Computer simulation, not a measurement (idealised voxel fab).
process module | voxel gate over fins
cross-section cut | 245 nm wide | cells 5 nm
A cross-section is a grid of square cells, given in bands from the top down. A band is one or more rows of cells.
Each band's line starts with the height of the band's top and of its bottom, in nm. Then come its materials from left to right, each with its width in nm. One material with "throughout" fills the band from edge to edge. "air" is empty space.
Height 0 is the level under which the wafer as received is all one material. The lowest band goes on downwards, as in "0 down".
A width such as "30 to 40" changes by the same amount from each row of cells to the next, from the band's top row to its bottom row.
"no change" after a step means that no cell of the cross-section changed.
closed voids: empty space of 8 cells or more with no open way to the top, each as width x height at its distance from the left edge, in nm
after a step's settings: what the simulator itself notes on the step
overlay nm, on a step with a mask: how far to the right of its planned place the mask lay; to the left if negative
plan
1 op RECEIVE | material Si
2 op CONFORMAL_DEP | material SiN | thk nm 10
3 op PATTERN | tone cover | mask id FINS | material resist | width nm 15 | pitch nm 35 | thk nm 20 | overlay nm -15
4 op DIRECTIONAL_ETCH | etch materials SiN | depth nm 10
5 op DIRECTIONAL_ETCH | etch materials Si | depth nm 40
6 op STRIP | etch materials resist
7 op FILL_DEP | material SiO2 | thk nm 5
8 op CMP | height nm 10
9 op SELECTIVE_ETCH | etch materials SiO2 | depth nm 20
10 op STRIP | etch materials SiN
11 op CONFORMAL_DEP | material HfO2 | thk nm 5
12 op CONFORMAL_DEP | material TiN | thk nm 5
13 op FILL_DEP | material W | thk nm 10
14 op CMP | height nm 15
15 op CONFORMAL_DEP | material SiN | thk nm 10
varied across the wafers: overlay nm of step 3. The plan shows the first wafer's value. All wafers start alike
first wafer as received, after step 1
  0 down: Si throughout
  closed voids: none
first wafer at the end, after step 15
  25 to 15: SiN throughout
  15 to 10: W throughout
  10 to 5: W 70 | TiN 70 | W 105
  5 to 0: W 70 | TiN 5 | HfO2 25 | TiN 10 | HfO2 25 | TiN 5 | W 105
  0 to -5: TiN 75 | HfO2 5 | Si 15 | HfO2 5 | TiN 10 | HfO2 5 | Si 15 | HfO2 5 | TiN 110
  -5 to -10: HfO2 80 | Si 15 | HfO2 20 | Si 15 | HfO2 115
  -10 to -40: SiO2 80 | Si 15 | SiO2 20 | Si 15 | SiO2 115
  -40 down: Si throughout
  closed voids: none
last wafer at the end
  25 to 15: SiN throughout
  15 to 10: W throughout
  10 to 5: W 100 | TiN 70 | W 75
  5 to 0: W 100 | TiN 5 | HfO2 25 | TiN 10 | HfO2 25 | TiN 5 | W 75
  0 to -5: TiN 105 | HfO2 5 | Si 15 | HfO2 5 | TiN 10 | HfO2 5 | Si 15 | HfO2 5 | TiN 80
  -5 to -10: HfO2 110 | Si 15 | HfO2 20 | Si 15 | HfO2 85
  -10 to -40: SiO2 110 | Si 15 | SiO2 20 | Si 15 | SiO2 85
  -40 down: Si throughout
  closed voids: none
each wafer at the end: cells of each material gained (+) or lost (-) since it was received, then its closed voids
overlay nm -15 | +57 HfO2 | -344 Si | +98 SiN | +258 SiO2 | +57 TiN | +119 W | closed voids: none
overlay nm -10 | +57 HfO2 | -344 Si | +98 SiN | +258 SiO2 | +57 TiN | +119 W | closed voids: none
overlay nm -5 | +57 HfO2 | -344 Si | +98 SiN | +258 SiO2 | +57 TiN | +119 W | closed voids: none
overlay nm 0 | +57 HfO2 | -344 Si | +98 SiN | +258 SiO2 | +57 TiN | +119 W | closed voids: none
overlay nm 5 | +57 HfO2 | -344 Si | +98 SiN | +258 SiO2 | +57 TiN | +119 W | closed voids: none
overlay nm 10 | +57 HfO2 | -344 Si | +98 SiN | +258 SiO2 | +57 TiN | +119 W | closed voids: none
overlay nm 15 | +57 HfO2 | -344 Si | +98 SiN | +258 SiO2 | +57 TiN | +119 W | closed voids: none
